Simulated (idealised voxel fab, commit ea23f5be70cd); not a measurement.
Name of the process module below: voxel self aligned contacts
It is cross-section cut that appears here, measuring 150 nm in width, its square cells being 5 nm in size.
Throughout this document, each cross-section is represented as a grid of square cells and is presented as a sequence of bands enumerated from the top downward, where a band comprises one or more rows of cells. Band entry format. Leading values: height of top, height of bottom, nm. Remainder: materials in left-to-right order, each with its width in nm. Special words: "all across" on a single material, which then fills the band edge to edge; "air", empty space. Ref level 0: as-received wafer is one material below here. Bottom band extends down with no lower bound ("0..down"). When a width is written as two numbers, as in "30 to 40", the first number is the width in the top row of cells of the band and the second is the width in its bottom row, and the width changes by the same amount from each row to the next. The cross-section has no changed cell in any step marked "changes: none". For the entry "Sealed internal voids", the listed items are empty spaces with no open way to the top whose size is 8 cells or more; each item follows the pattern width x height at distance, where distance is from the left edge and all three are in nm. Whatever follows a step's settings on its line is a remark the simulator itself makes about that step. "overlay nm" denotes, for a step that has a mask, the displacement of the mask to the right of its planned place, with negative values corresponding to the left.

PLANNED PROCESS STEPS
1. RECEIVE [material Si]
2. OXIDIZE [depth nm 5]
3. DIRECTIONAL_DEP [material polySi] [thk nm 30]
4. DIRECTIONAL_DEP [material SiN] [thk nm 20]
5. MASKED_ETCH [tone cover] [mask id GATE] [width nm 35] [pitch nm 70] [etch materials SiN] [depth nm 20] [overlay nm 0]
6. MASKED_ETCH [tone cover] [mask id GATE] [width nm 35] [pitch nm 70] [etch materials polySi] [depth nm 30] [overlay nm 0]
7. CONFORMAL_DEP [material SiN] [thk nm 5]
8. DIRECTIONAL_ETCH [etch materials SiN] [depth nm 5]
9. FILL_DEP [material SiO2] [thk nm 15]
10. CMP [height nm 60]
11. PATTERN [tone open] [mask id CONTACT] [material resist] [width nm 45] [thk nm 20] [overlay nm 0]
12. DIRECTIONAL_ETCH [etch materials SiO2] [depth nm 65]
13. STRIP [etch materials resist]
14. CONFORMAL_DEP [material TiN] [thk nm 5]
15. FILL_DEP [material Ru] [thk nm 10]
16. CMP [height nm 60]
17. CONFORMAL_DEP [material SiN] [thk nm 5]

CROSS-SECTIONAL VIEW OF THE WAFER IN ITS AS-RECEIVED CONDITION, CORRESPONDING TO THE STATE AFTER STEP 1
	0..down | Si all across
	Sealed internal voids: none

STARTING STRUCTURE AND PROCESS PLAN ARE AS SHOWN ABOVE, BUT ONE MISTAKE WAS MADE IN RUNNING THE MODULE; THE WAFER CROSS-SECTION AT THE END OF THE MODULE FOLLOWS
	65..60 | SiN all across
	60..50 | SiO2=45 / TiN=5 to 20 / Ru=45 to 15 / TiN=5 to 20 / SiO2=50
	50..30 | SiO2=15 / SiN=45 / TiN=5 / Ru=15 / TiN=5 / SiN=45 / SiO2=20
	30..0 | SiO2=15 / SiN=5 / polySi=35 / SiN=5 / TiN=5 / Ru=15 / TiN=5 / SiN=5 / polySi=35 / SiN=5 / SiO2=20
	0..-5 | SiO2=60 / TiN=25 / SiO2=65
	-5..down | Si all across
	Sealed internal voids: none
What broke from the plan during processing? step 11 ran as: PATTERN [tone open] [mask id CONTACT] [material resist] [width nm 55] [thk nm 20] [overlay nm 0]
